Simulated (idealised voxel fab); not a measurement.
The name of this process module is voxel ribs on slabs.
This is section cut - it's 245 nm across, gridded in 5 nm square cells.
Reading order for cross-sections: top band down to bottom band. Underlying form: a grid of square cells. Band size: one or more rows of cells.
Top height, bottom height, nm. Materials left to right, width each, nm. Single material + "everywhere" = fills band edge to edge. "blank" = empty.
We count height from 0. Below that, the starting wafer is all one material. The lowest band never ends at the bottom but goes on down; see "z 0 and below" for how that is written.
A two-number width, for instance "30 to 40", indicates that the width is equal to the first number in the top row of the band and to the second number in the bottom row, and that it changes by a constant amount per row of cells.
You'll sometimes find "stayed the same" written for a step, and that's the way of saying that nowhere in the cross-section did a cell change during that step.
The entry titled "Sealed void inventory" provides the empty spaces that have no open way to the top, restricted to those of 8 cells or more. Each is presented as width x height at distance, the distance being measured from the left edge, with all three in nm.
On each step's line, the part that comes after the settings is the simulator's own comment on the step.
Steps that use a mask can have "overlay nm" on their line. It says how far the mask sat to the right of where it was meant to be. Negative means to the left.
Intended process steps:
1. RECEIVE [material Si]
2. DIRECTIONAL_DEP [material SiO2] [thk nm 25]
3. DIRECTIONAL_DEP [material SiN] [thk nm 25]
4. DIRECTIONAL_DEP [material aC] [thk nm 15]
5. PATTERN [tone cover] [mask id RIB] [material resist] [width nm 15] [thk nm 30] [overlay nm 0]
6. DIRECTIONAL_ETCH [etch materials aC] [depth nm 15]
7. STRIP [etch materials resist]
8. DIRECTIONAL_ETCH [etch materials SiN] [depth nm 5]
9. STRIP [etch materials aC]
10. MASKED_ETCH [tone cover] [mask id SLAB] [width nm 55] [etch materials SiN] [depth nm 20] [overlay nm 0]
11. FILL_DEP [material SiO2] [thk nm 20]
12. CMP [height nm 65]
13. DIRECTIONAL_DEP [material TiN] [thk nm 10]
14. PATTERN [tone cover] [mask id HEATER] [material resist] [width nm 25] [thk nm 15] [overlay nm 0]
15. DIRECTIONAL_ETCH [etch materials TiN] [depth nm 10]
16. STRIP [etch materials resist]
17. CONFORMAL_DEP [material SiN] [thk nm 10]
This is the cross-section of the wafer as we received it, i.e. after step 1:
z 0 and below | Si everywhere
Sealed void inventory: none
What the wafer looks like in cross-section after this module, when it starts as shown above and follows the plan above but one mistake is made in running it:
z 85 to 75 | 100 of blank, 45 of SiN, 100 of blank
z 75 to 65 | 110 of SiN, 25 of TiN, 110 of SiN
z 65 to 50 | 95 of SiO2, 55 of SiN, 95 of SiO2
z 50 to 25 | SiN everywhere
z 25 to 0 | SiO2 everywhere
z 0 and below | Si everywhere
Sealed void inventory: none
Deviation from plan: plan step 3 ran twice
